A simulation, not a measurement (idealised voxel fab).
Documented hereafter: the process module known as voxel gate over fins.
FYI the section here is cut, 240 nm wide, cells are 5 nm squares.
A cross-section is a grid of square cells, given in bands from the top down. A band is one or more rows of cells.
In this notation a band is specified by the heights of its top and bottom, in that order and in nm, after which its materials appear from left to right, each paired with its width in nm. The word "throughout" attached to a single material means that material fills the band from edge to edge; the word "air" stands for empty space.
Heights are expressed relative to 0, this being the level below which the as-received wafer comprises one material exclusively. The lowest band is unbounded in the downward direction and is denoted as in "0..down".
The notation "30..40" denotes a width that varies across the rows of cells in the band, beginning at the first number in the top row, finishing at the second number in the bottom row, and changing by an identical amount from each row to the next.
"nothing was modified" after a step means that no cell of the cross-section changed.
Any empty space of 8 cells or more lacking an open way to the top shows up in "Entrapped voids" as width x height at distance, distance from the left edge, in nm.
If you see something after the settings on a step's line, that's the simulator's own remark about that step.
A step's line can hold "overlay nm"; with a mask on that step, the setting says how far right of the planned place the mask lay, while a negative setting says it lay to the left.
Planned process steps:
1,RECEIVE [material Si]
2,CONFORMAL_DEP [material SiN] [thk nm 5]
3,PATTERN [tone cover] [mask id FINS] [material resist] [width nm 15] [pitch nm 50] [thk nm 15] [overlay nm 0]
4,DIRECTIONAL_ETCH [etch materials SiN] [depth nm 5]
5,DIRECTIONAL_ETCH [etch materials Si] [depth nm 30]
6,STRIP [etch materials resist]
7,OXIDIZE [depth nm 5]
8,FILL_DEP [material SiO2] [thk nm 5]
9,CMP [height nm 5]
10,MASKED_ETCH [tone open] [mask id RAIL] [width nm 15] [etch materials SiO2] [depth nm 30] [overlay nm 0]
11,CONFORMAL_DEP [material TiN] [thk nm 5]
12,FILL_DEP [material W] [thk nm 10]
13,CMP [height nm 5]
14,SELECTIVE_ETCH [etch materials W Ru TiN] [depth nm 20]
15,FILL_DEP [material SiO2] [thk nm 5]
16,CMP [height nm 5]
17,SELECTIVE_ETCH [etch materials SiO2] [depth nm 15]
18,STRIP [etch materials SiN]
19,CONFORMAL_DEP [material HfO2] [thk nm 5]
20,CONFORMAL_DEP [material TiN] [thk nm 5]
21,FILL_DEP [material W] [thk nm 15]
22,CMP [height nm 20]
23,CONFORMAL_DEP [material SiN] [thk nm 5]
The following pertains to the first of two wafers, which was processed as planned:
As-received state of the wafer in cross-section, equivalent to post-step 1:
0..down  Si throughout
Entrapped voids: none
Cross-section: wafer state after step 2:
5..0  SiN throughout
Under the height 0 nothing was changed.
Cross-section: wafer state after step 3:
20..5  air: 85  resist: 15  air: 35  resist: 15  air: 90
Under the height 5 nothing was changed.
Cross-section: wafer state after step 4:
20..5  air: 85  resist: 15  air: 35  resist: 15  air: 90
5..0  air: 85  SiN: 15  air: 35  SiN: 15  air: 90
Under the height 0 nothing was changed.
Cross-section: wafer state after step 5:
20..5  air: 85  resist: 15  air: 35  resist: 15  air: 90
5..0  air: 85  SiN: 15  air: 35  SiN: 15  air: 90
0..-30  air: 85  Si: 15  air: 35  Si: 15  air: 90
Under the height -30 nothing was changed.
Cross-section: wafer state after step 6:
5..0  air: 85  SiN: 15  air: 35  SiN: 15  air: 90
Under the height 0 nothing was changed.
Cross-section: wafer state after step 7:
5..0  air: 85  SiN: 15  air: 35  SiN: 15  air: 90
0..-30  air: 85  SiO2: 5  Si: 5  SiO2: 5  air: 35  SiO2: 5  Si: 5  SiO2: 5  air: 90
-30..-35  SiO2: 90  Si: 5  SiO2: 45  Si: 5  SiO2: 95
Under the height -35 nothing was changed.
Cross-section: wafer state after step 8:
10..5  SiO2 throughout
5..0  SiO2: 85  SiN: 15  SiO2: 35  SiN: 15  SiO2: 90
0..-35  SiO2: 90  Si: 5  SiO2: 45  Si: 5  SiO2: 95
Under the height -35 nothing was changed.
Cross-section: wafer state after step 9:
5..0  SiO2: 85  SiN: 15  SiO2: 35  SiN: 15  SiO2: 90
Under the height 0 nothing was changed.
Cross-section: wafer state after step 10:
5..0  SiO2: 85  SiN: 15  SiO2: 10  air: 15  SiO2: 10  SiN: 15  SiO2: 90
0..-25  SiO2: 90  Si: 5  SiO2: 15  air: 15  SiO2: 15  Si: 5  SiO2: 95
Under the height -25 nothing was changed.
Cross-section: wafer state after step 11:
10..5  TiN: 115  air: 5  TiN: 120
5..0  SiO2: 85  SiN: 15  SiO2: 10  TiN: 5  air: 5  TiN: 5  SiO2: 10  SiN: 15  SiO2: 90
0..-20  SiO2: 90  Si: 5  SiO2: 15  TiN: 5  air: 5  TiN: 5  SiO2: 15  Si: 5  SiO2: 95
-20..-25  SiO2: 90  Si: 5  SiO2: 15  TiN: 15  SiO2: 15  Si: 5  SiO2: 95
Under the height -25 nothing was changed.
Cross-section: wafer state after step 12:
20..10  W throughout
10..5  TiN: 115  W: 5  TiN: 120
5..0  SiO2: 85  SiN: 15  SiO2: 10  TiN: 5  W: 5  TiN: 5  SiO2: 10  SiN: 15  SiO2: 90
0..-20  SiO2: 90  Si: 5  SiO2: 15  TiN: 5  W: 5  TiN: 5  SiO2: 15  Si: 5  SiO2: 95
Under the height -20 nothing was changed.
Cross-section: wafer state after step 13:
5..0  SiO2: 85  SiN: 15  SiO2: 10  TiN: 5  W: 5  TiN: 5  SiO2: 10  SiN: 15  SiO2: 90
Under the height 0 nothing was changed.
Cross-section: wafer state after step 14:
5..0  SiO2: 85  SiN: 15  SiO2: 10  air: 15  SiO2: 10  SiN: 15  SiO2: 90
0..-15  SiO2: 90  Si: 5  SiO2: 15  air: 15  SiO2: 15  Si: 5  SiO2: 95
Under the height -15 nothing was changed.
Cross-section: wafer state after step 15:
10..5  SiO2 throughout
5..0  SiO2: 85  SiN: 15  SiO2: 35  SiN: 15  SiO2: 90
0..-15  SiO2: 90  Si: 5  SiO2: 45  Si: 5  SiO2: 95
Under the height -15 nothing was changed.
Cross-section: wafer state after step 16:
5..0  SiO2: 85  SiN: 15  SiO2: 35  SiN: 15  SiO2: 90
Under the height 0 nothing was changed.
Cross-section: wafer state after step 17:
5..0  air: 85  SiN: 15  air: 35  SiN: 15  air: 90
0..-10  air: 90  Si: 5  air: 45  Si: 5  air: 95
Under the height -10 nothing was changed.
Cross-section: wafer state after step 18:
0..-10  air: 90  Si: 5  air: 45  Si: 5  air: 95
Under the height -10 nothing was changed.
Cross-section: wafer state after step 19:
5..0  air: 85  HfO2: 15  air: 35  HfO2: 15  air: 90
0..-5  air: 85  HfO2: 5  Si: 5  HfO2: 5  air: 35  HfO2: 5  Si: 5  HfO2: 5  air: 90
-5..-10  HfO2: 90  Si: 5  HfO2: 45  Si: 5  HfO2: 95
Under the height -10 nothing was changed.
Cross-section: wafer state after step 20:
10..5  air: 80  TiN: 25  air: 25  TiN: 25  air: 85
5..0  air: 80  TiN: 5  HfO2: 15  TiN: 5  air: 25  TiN: 5  HfO2: 15  TiN: 5  air: 85
0..-5  TiN: 85  HfO2: 5  Si: 5  HfO2: 5  TiN: 35  HfO2: 5  Si: 5  HfO2: 5  TiN: 90
Under the height -5 nothing was changed.
Cross-section: wafer state after step 21:
25..10  W throughout
10..5  W: 80  TiN: 25  W: 25  TiN: 25  W: 85
5..0  W: 80  TiN: 5  HfO2: 15  TiN: 5  W: 25  TiN: 5  HfO2: 15  TiN: 5  W: 85
Under the height 0 nothing was changed.
Cross-section: wafer state after step 22:
20..10  W throughout
Under the height 10 nothing was changed.
Cross-section: wafer state after step 23:
25..20  SiN throughout
Under the height 20 nothing was changed.
Now the other wafer: same start, same recipe, but we messed up one thing when running it. Up to and including step 18 it's the same as the first one:
Second wafer at the planned finish of step 19, seen in cross-section:
5..0  air: 85  TiN: 15  air: 35  TiN: 15  air: 90
0..-5  air: 85  TiN: 5  Si: 5  TiN: 5  air: 35  TiN: 5  Si: 5  TiN: 5  air: 90
-5..-10  TiN: 90  Si: 5  TiN: 45  Si: 5  TiN: 95
Under the height -10 nothing was changed.
Second wafer at the planned finish of step 20, seen in cross-section:
10..5  air: 80  HfO2: 25  air: 25  HfO2: 25  air: 85
5..0  air: 80  HfO2: 5  TiN: 15  HfO2: 5  air: 25  HfO2: 5  TiN: 15  HfO2: 5  air: 85
0..-5  HfO2: 85  TiN: 5  Si: 5  TiN: 5  HfO2: 35  TiN: 5  Si: 5  TiN: 5  HfO2: 90
Under the height -5 nothing was changed.
Second wafer at the planned finish of step 21, seen in cross-section:
25..10  W throughout
10..5  W: 80  HfO2: 25  W: 25  HfO2: 25  W: 85
5..0  W: 80  HfO2: 5  TiN: 15  HfO2: 5  W: 25  HfO2: 5  TiN: 15  HfO2: 5  W: 85
Under the height 0 nothing was changed.
Second wafer at the planned finish of step 22, seen in cross-section:
20..10  W throughout
Under the height 10 nothing was changed.
Second wafer at the planned finish of step 23, seen in cross-section:
25..20  SiN throughout
Under the height 20 nothing was changed.
Processing error: it was found that steps 19 and 20 of the process plan had been performed in exchanged positions
Comparing end states, the material composition by cell count is preserved from the first wafer to the second, while the locations of the cells are not.
